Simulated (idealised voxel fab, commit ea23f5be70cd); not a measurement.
process module | voxel capacitor over wiring
cross-section cut | 220 nm wide | cells 5 nm
A cross-section is a grid of square cells, given in bands from the top down. A band is one or more rows of cells.
Each band's line starts with the height of the band's top and of its bottom, in nm. Then come its materials from left to right, each with its width in nm. One material with "throughout" fills the band from edge to edge. "air" is empty space.
Height 0 is the level under which the wafer as received is all one material. The lowest band goes on downwards, as in "0 down".
A width such as "30 to 40" changes by the same amount from each row of cells to the next, from the band's top row to its bottom row.
"no change" after a step means that no cell of the cross-section changed.
closed voids: empty space of 8 cells or more with no open way to the top, each as width x height at its distance from the left edge, in nm
after a step's settings: what the simulator itself notes on the step
overlay nm, on a step with a mask: how far to the right of its planned place the mask lay; to the left if negative
plan
1 op RECEIVE | material Si
2 op CONFORMAL_DEP | material SiO2 | thk nm 15
3 op CONFORMAL_DEP | material SiCN | thk nm 5
4 op DIRECTIONAL_DEP | material SiO2 | thk nm 20
5 op DIRECTIONAL_DEP | material aC | thk nm 10
6 op PATTERN | tone open | mask id METAL_1 | material resist | width nm 25 | pitch nm 75 | thk nm 25 | overlay nm 0
7 op DIRECTIONAL_ETCH | etch materials aC | depth nm 10
8 op STRIP | etch materials resist
9 op DIRECTIONAL_ETCH | etch materials SiO2 | depth nm 20
10 op DIRECTIONAL_ETCH | etch materials SiCN | depth nm 5
11 op STRIP | etch materials aC
12 op CONFORMAL_DEP | material TiN | thk nm 5
13 op FILL_DEP | material Ru | thk nm 10
14 op CMP | height nm 40
15 op EPI | material Ru | thk nm 5
16 op FILL_DEP | material SiCN | thk nm 5
17 op DIRECTIONAL_DEP | material lowk | thk nm 10
18 op PATTERN | tone open | mask id PLUG_1 | material resist | width nm 15 | thk nm 20 | overlay nm 0
19 op DIRECTIONAL_ETCH | etch materials lowk | depth nm 10
20 op DIRECTIONAL_ETCH | etch materials SiCN | depth nm 5
21 op STRIP | etch materials resist
22 op EPI | material Ru | thk nm 10
23 op EPI | material Ru | thk nm 5
24 op DIRECTIONAL_DEP | material TiN | thk nm 10
25 op DIRECTIONAL_DEP | material HfO2 | thk nm 5
26 op DIRECTIONAL_DEP | material TiN | thk nm 10
27 op DIRECTIONAL_DEP | material aC | thk nm 10
28 op PATTERN | tone cover | mask id UPPER_PLATE | material resist | width nm 55 | thk nm 30 | overlay nm 0
29 op DIRECTIONAL_ETCH | etch materials aC | depth nm 10
30 op STRIP | etch materials resist
31 op DIRECTIONAL_ETCH | etch materials TiN | depth nm 10
32 op DIRECTIONAL_ETCH | etch materials HfO2 | depth nm 5
33 op STRIP | etch materials aC
34 op DIRECTIONAL_DEP | material aC | thk nm 10
35 op PATTERN | tone cover | mask id LOWER_PLATE | material resist | width nm 65 | thk nm 25 | overlay nm 0
36 op DIRECTIONAL_ETCH | etch materials aC | depth nm 10
37 op STRIP | etch materials resist
38 op DIRECTIONAL_ETCH | etch materials TiN | depth nm 10
39 op STRIP | etch materials aC
40 op FILL_DEP | material SiO2 | thk nm 20
41 op CMP | height nm 100
42 op MASKED_ETCH | tone open | mask id PLUG_2 | width nm 15 | etch materials SiO2 | depth nm 15 | overlay nm 0
43 op CONFORMAL_DEP | material TiN | thk nm 5
44 op FILL_DEP | material Cu | thk nm 5
45 op CMP | height nm 100
46 op CONFORMAL_DEP | material SiN | thk nm 5
as received, after step 1
  0 down: Si throughout
  closed voids: none
first wafer at the end, as planned
  105 to 100: SiN throughout
  100 to 90: SiO2 80 | TiN 5 | Cu 5 | TiN 5 | SiO2 125
  90 to 85: SiO2 80 | TiN 15 | SiO2 125
  85 to 75: SiO2 70 | TiN 55 | SiO2 95
  75 to 70: SiO2 70 | HfO2 55 | SiO2 95
  70 to 60: SiO2 65 | TiN 65 | SiO2 90
  60 to 50: lowk 70 | Ru 15 | lowk 135
  50 to 45: SiCN 70 | Ru 15 | SiCN 135
  45 to 40: SiCN 55 | Ru 35 | SiCN 40 | Ru 35 | SiCN 55
  40 to 20: SiO2 60 | TiN 5 | Ru 15 | TiN 5 | SiO2 50 | TiN 5 | Ru 15 | TiN 5 | SiO2 60
  20 to 15: SiCN 60 | TiN 25 | SiCN 50 | TiN 25 | SiCN 60
  15 to 0: SiO2 throughout
  0 down: Si throughout
  closed voids: none
second wafer at the end: like start, like plan, one mistake
  105 to 100: SiN throughout
  100 to 95: SiO2 80 | TiN 5 | Cu 5 | TiN 5 | SiO2 125
  95 to 90: SiO2 80 | TiN 15 | SiO2 125
  90 to 85: SiO2 70 | TiN 5 | SiO2 5 | TiN 45 | SiO2 95
  85 to 80: SiO2 70 | TiN 55 | SiO2 95
  80 to 75: SiO2 70 | HfO2 5 | TiN 5 | HfO2 45 | SiO2 95
  75 to 70: Ru 75 | HfO2 5 | Ru 140
  70 to 65: TiN 70 | Ru 15 | TiN 135
  65 to 60: TiN throughout
  60 to 55: lowk 70 | TiN 15 | lowk 135
  55 to 50: lowk 70 | Ru 15 | lowk 135
  50 to 45: SiCN 70 | Ru 15 | SiCN 135
  45 to 40: SiCN 55 | Ru 35 | SiCN 40 | Ru 35 | SiCN 55
  40 to 20: SiO2 60 | TiN 5 | Ru 15 | TiN 5 | SiO2 50 | TiN 5 | Ru 15 | TiN 5 | SiO2 60
  20 to 15: SiCN 60 | TiN 25 | SiCN 50 | TiN 25 | SiCN 60
  15 to 0: SiO2 throughout
  0 down: Si throughout
  closed voids: none
what went wrong: steps 23 and 24 were swapped
at the end the second wafer has, in cells: 1 fewer of Cu | 43 more of Ru | 102 fewer of SiO2 | 60 more of TiN
